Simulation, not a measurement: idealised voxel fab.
process module | voxel fin reveal
This is section cut - it's 275 nm across, gridded in 5 nm square cells.
Cross-sections here: square-cell grids, written as top-down lists of bands, a band being one or more rows of cells. What a band's entry tells you: where the top is and where the bottom is, as heights in nm, and after that what lies inside, material by material from left to right, each with its width in nm. Empty space is written as the word "empty", and a single material marked with the word "throughout" occupies the band from edge to edge. Height reference: 0 = level under which incoming wafer is all one material. Lowest band: no bottom, runs on downward, e.g. "from 0 down". The width entry "30->40" should be interpreted row by row: the top row of cells in the band takes the first number, the bottom row takes the second number, and the change between adjacent rows is uniform throughout. "no modification" for a step: no cell of the cross-section changed in that step. "Closed internal cavities": sealed empty spaces, 8 cells or more, no open way to top, listed width x height at distance, with distance from the left edge and width, height and distance in nm. Anything after a step's settings on that line? It's the simulator's own note about the step. The "overlay nm" setting may appear on a step's line; for a step that uses a mask, it gives how far to the right of its planned position the mask lay, and a negative value indicates the left.

### The planned process steps are enumerated hereunder
step 1: op RECEIVE | material Si
step 2: op CONFORMAL_DEP | material SiN | thk nm 5
step 3: op PATTERN | tone cover | mask id FINS | material resist | width nm 15 | pitch nm 35 | thk nm 15 | overlay nm 0
step 4: op DIRECTIONAL_ETCH | etch materials SiN | depth nm 5
step 5: op DIRECTIONAL_ETCH | etch materials Si | depth nm 40
step 6: op STRIP | etch materials resist
step 7: op FILL_DEP | material SiO2 | thk nm 10
step 8: op CMP | height nm 5
step 9: op SELECTIVE_ETCH | etch materials SiO2 | depth nm 25
step 10: op STRIP | etch materials SiN
step 11: op CONFORMAL_DEP | material HfO2 | thk nm 5

### Cross-section of the wafer at receipt, which is the condition after step 1
  from 0 down  Si throughout
  Closed internal cavities: none

### Figure: cross-sectional view of the wafer upon completion of the module, processed from the initial state and according to the plan depicted above, with one error introduced during execution
  from 5 to 0  empty: 70 | HfO2: 30 | empty: 5 | HfO2: 30 | empty: 5 | HfO2: 30 | empty: 5 | HfO2: 30 | empty: 70
  from 0 to -15  empty: 70 | HfO2: 5 | Si: 20 | HfO2: 5 | empty: 5 | HfO2: 5 | Si: 20 | HfO2: 5 | empty: 5 | HfO2: 5 | Si: 20 | HfO2: 5 | empty: 5 | HfO2: 5 | Si: 20 | HfO2: 5 | empty: 70
  from -15 to -20  HfO2: 75 | Si: 20 | HfO2: 15 | Si: 20 | HfO2: 15 | Si: 20 | HfO2: 15 | Si: 20 | HfO2: 75
  from -20 to -40  SiO2: 75 | Si: 20 | SiO2: 15 | Si: 20 | SiO2: 15 | Si: 20 | SiO2: 15 | Si: 20 | SiO2: 75
  from -40 down  Si throughout
  Closed internal cavities: none
Where did the run depart from the plan? not per plan at step 3, really ran op PATTERN | tone cover | mask id FINS | material resist | width nm 20 | pitch nm 35 | thk nm 15 | overlay nm 0
